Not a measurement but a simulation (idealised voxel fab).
process module | voxel ribs on slabs
cross-section cut | 295 nm wide | cells 5 nm
A cross-section is a grid of square cells, given in bands from the top down. A band is one or more rows of cells.
Each band's line starts with the height of the band's top and of its bottom, in nm. Then come its materials from left to right, each with its width in nm. One material with "throughout" fills the band from edge to edge. "air" is empty space.
Height 0 is the level under which the wafer as received is all one material. The lowest band goes on downwards, as in "0 down".
A width such as "30 to 40" changes by the same amount from each row of cells to the next, from the band's top row to its bottom row.
"no change" after a step means that no cell of the cross-section changed.
closed voids: empty space of 8 cells or more with no open way to the top, each as width x height at its distance from the left edge, in nm
after a step's settings: what the simulator itself notes on the step
overlay nm, on a step with a mask: how far to the right of its planned place the mask lay; to the left if negative
plan
1 op RECEIVE | material Si
2 op DIRECTIONAL_DEP | material SiO2 | thk nm 30
3 op DIRECTIONAL_DEP | material SiN | thk nm 25
4 op DIRECTIONAL_DEP | material aC | thk nm 15
5 op PATTERN | tone cover | mask id RIB | material resist | width nm 15 | thk nm 30 | overlay nm 0
6 op DIRECTIONAL_ETCH | etch materials aC | depth nm 15
7 op STRIP | etch materials resist
8 op DIRECTIONAL_ETCH | etch materials SiN | depth nm 20
9 op STRIP | etch materials aC
10 op MASKED_ETCH | tone cover | mask id SLAB | width nm 55 | etch materials SiN | depth nm 5 | overlay nm 0
11 op FILL_DEP | material SiO2 | thk nm 30
12 op CMP | height nm 75
13 op DIRECTIONAL_DEP | material W | thk nm 5
14 op DIRECTIONAL_DEP | material aC | thk nm 15
15 op PATTERN | tone cover | mask id HEATER | material resist | width nm 25 | thk nm 30 | overlay nm 0
16 op DIRECTIONAL_ETCH | etch materials aC | depth nm 15
17 op STRIP | etch materials resist
18 op DIRECTIONAL_ETCH | etch materials W | depth nm 5
19 op STRIP | etch materials aC
20 op CONFORMAL_DEP | material SiN | thk nm 5
first wafer, as planned
as received, after step 1
  0 down: Si throughout
  closed voids: none
after step 2
  30 to 0: SiO2 throughout
  below 0: unchanged
after step 3
  55 to 30: SiN throughout
  below 30: unchanged
after step 4
  70 to 55: aC throughout
  below 55: unchanged
after step 5
  100 to 70: air 140 | resist 15 | air 140
  below 70: unchanged
after step 6
  85 to 70: air 140 | resist 15 | air 140
  70 to 55: air 140 | aC 15 | air 140
  below 55: unchanged
after step 7
  70 to 55: air 140 | aC 15 | air 140
  below 55: unchanged
after step 8
  70 to 55: air 140 | aC 15 | air 140
  55 to 35: air 140 | SiN 15 | air 140
  below 35: unchanged
after step 9
  55 to 35: air 140 | SiN 15 | air 140
  below 35: unchanged
after step 10
  55 to 35: air 140 | SiN 15 | air 140
  35 to 30: air 120 | SiN 55 | air 120
  below 30: unchanged
after step 11
  85 to 55: SiO2 throughout
  55 to 35: SiO2 140 | SiN 15 | SiO2 140
  35 to 30: SiO2 120 | SiN 55 | SiO2 120
  below 30: unchanged
after step 12
  75 to 55: SiO2 throughout
  below 55: unchanged
after step 13
  80 to 75: W throughout
  below 75: unchanged
after step 14
  95 to 80: aC throughout
  below 80: unchanged
after step 15
  125 to 95: air 135 | resist 25 | air 135
  below 95: unchanged
after step 16
  110 to 95: air 135 | resist 25 | air 135
  95 to 80: air 135 | aC 25 | air 135
  below 80: unchanged
after step 17
  95 to 80: air 135 | aC 25 | air 135
  below 80: unchanged
after step 18
  95 to 80: air 135 | aC 25 | air 135
  80 to 75: air 135 | W 25 | air 135
  below 75: unchanged
after step 19
  80 to 75: air 135 | W 25 | air 135
  below 75: unchanged
after step 20
  85 to 80: air 130 | SiN 35 | air 130
  80 to 75: SiN 135 | W 25 | SiN 135
  below 75: unchanged
second wafer: like start, like plan, one mistake. Through step 4 it matches the first wafer
when step 5 should have ended
  100 to 70: resist 140 | air 15 | resist 140
  below 70: unchanged
when step 6 should have ended
  85 to 70: resist 140 | air 15 | resist 140
  70 to 55: aC 140 | air 15 | aC 140
  below 55: unchanged
when step 7 should have ended
  70 to 55: aC 140 | air 15 | aC 140
  below 55: unchanged
when step 8 should have ended
  70 to 55: aC 140 | air 15 | aC 140
  55 to 35: SiN 140 | air 15 | SiN 140
  below 35: unchanged
when step 9 should have ended
  55 to 35: SiN 140 | air 15 | SiN 140
  below 35: unchanged
when step 10 should have ended
  55 to 50: air 120 | SiN 20 | air 15 | SiN 20 | air 120
  below 50: unchanged
when step 11 should have ended
  85 to 55: SiO2 throughout
  55 to 50: SiO2 120 | SiN 20 | SiO2 15 | SiN 20 | SiO2 120
  50 to 35: SiN 140 | SiO2 15 | SiN 140
  below 35: unchanged
when step 12 should have ended
  75 to 55: SiO2 throughout
  below 55: unchanged
when step 13 should have ended
  80 to 75: W throughout
  below 75: unchanged
when step 14 should have ended
  95 to 80: aC throughout
  below 80: unchanged
when step 15 should have ended
  125 to 95: air 135 | resist 25 | air 135
  below 95: unchanged
when step 16 should have ended
  110 to 95: air 135 | resist 25 | air 135
  95 to 80: air 135 | aC 25 | air 135
  below 80: unchanged
when step 17 should have ended
  95 to 80: air 135 | aC 25 | air 135
  below 80: unchanged
when step 18 should have ended
  95 to 80: air 135 | aC 25 | air 135
  80 to 75: air 135 | W 25 | air 135
  below 75: unchanged
when step 19 should have ended
  80 to 75: air 135 | W 25 | air 135
  below 75: unchanged
when step 20 should have ended
  85 to 80: air 130 | SiN 35 | air 130
  80 to 75: SiN 135 | W 25 | SiN 135
  below 75: unchanged
what went wrong: step 5 ran as: op PATTERN | tone open | mask id RIB | material resist | width nm 15 | thk nm 30 | overlay nm 0
at the end the second wafer has, in cells: 212 more of SiN | 212 fewer of SiO2
